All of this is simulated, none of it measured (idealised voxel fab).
Process module under the name voxel self aligned contacts
Square cells of 5 nm make up the cross-section cut, whose width is 275 nm.
In this document a cross-section is written as a grid of square cells. It is given as a series of bands, listed from the top down, and a band is one or more rows of cells.
Quick guide to a band line: top height, bottom height (nm) up front; then every material left to right with its width in nm. Only one material and it's marked "throughout"? Then it fills the band edge to edge. And "blank" just means empty space.
Beneath 0, the wafer as received is one material, and that level is where height counting begins. The lowest band goes on downward without a bottom; it is written like "0..down".
The width entry "30->40" should be interpreted row by row: the top row of cells in the band takes the first number, the bottom row takes the second number, and the change between adjacent rows is uniform throughout.
No cell of the cross-section changed in a step that is given as "no change occurred".
The entry titled "Unvented cavities" provides the empty spaces that have no open way to the top, restricted to those of 8 cells or more. Each is presented as width x height at distance, the distance being measured from the left edge, with all three in nm.
On a step's line, text after the settings is the simulator commenting on that step.
The "overlay nm" setting may appear on a step's line; for a step that uses a mask, it gives how far to the right of its planned position the mask lay, and a negative value indicates the left.

THE PLANNED PROCESS STEPS ARE ENUMERATED HEREUNDER
1 RECEIVE (material Si)
2 OXIDIZE (depth nm 5)
3 DIRECTIONAL_DEP (material polySi; thk nm 30)
4 DIRECTIONAL_DEP (material SiN; thk nm 20)
5 PATTERN (tone cover; mask id GATE; material resist; width nm 35; pitch nm 70; thk nm 20; overlay nm 0)
6 DIRECTIONAL_ETCH (etch materials SiN; depth nm 20)
7 DIRECTIONAL_ETCH (etch materials polySi; depth nm 30)
8 STRIP (etch materials resist)
9 CONFORMAL_DEP (material SiN; thk nm 5)
10 DIRECTIONAL_ETCH (etch materials SiN; depth nm 5)
11 FILL_DEP (material SiO2; thk nm 15)
12 CMP (height nm 60)
13 PATTERN (tone open; mask id CONTACT; material resist; width nm 55; pitch nm 70; thk nm 20; overlay nm 0)
14 DIRECTIONAL_ETCH (etch materials SiO2; depth nm 65)
15 STRIP (etch materials resist)
16 CONFORMAL_DEP (material TiN; thk nm 5)
17 FILL_DEP (material W; thk nm 5)
18 CMP (height nm 60)
19 CONFORMAL_DEP (material SiN; thk nm 5)

SHOWN IN CROSS-SECTION IS THE WAFER AS RECEIVED, THAT IS, AS IT STANDS AFTER STEP 1
	0..down = Si throughout
	Unvented cavities: none

END-OF-MODULE CROSS-SECTION. STARTING STRUCTURE AND PROCESS PLAN AS ABOVE; ONE MISTAKE MADE IN RUNNING IT
	65..60 = SiN throughout
	60..50 = SiO2=75 / TiN=5->20 / W=45->15 / TiN=5->20 / SiO2=15 / TiN=5->20 / W=45->15 / TiN=5->20 / SiO2=75
	50..30 = SiO2=45 / SiN=45 / TiN=5 / W=15 / TiN=5 / SiN=45 / TiN=5 / W=15 / TiN=5 / SiN=45 / SiO2=45
	30..10 = SiO2=45 / SiN=5 / polySi=35 / SiN=5 / TiN=5 / W=15 / TiN=5 / SiN=5 / polySi=35 / SiN=5 / TiN=5 / W=15 / TiN=5 / SiN=5 / polySi=35 / SiN=5 / SiO2=45
	10..5 = SiO2=45 / SiN=5 / polySi=35 / SiN=5 / TiN=25 / SiN=5 / polySi=35 / SiN=5 / TiN=25 / SiN=5 / polySi=35 / SiN=5 / SiO2=45
	5..0 = polySi throughout
	0..-5 = SiO2 throughout
	-5..down = Si throughout
	Unvented cavities: none
Misprocessing identified: contrary to plan, step 7 was performed as DIRECTIONAL_ETCH (etch materials polySi; depth nm 25)
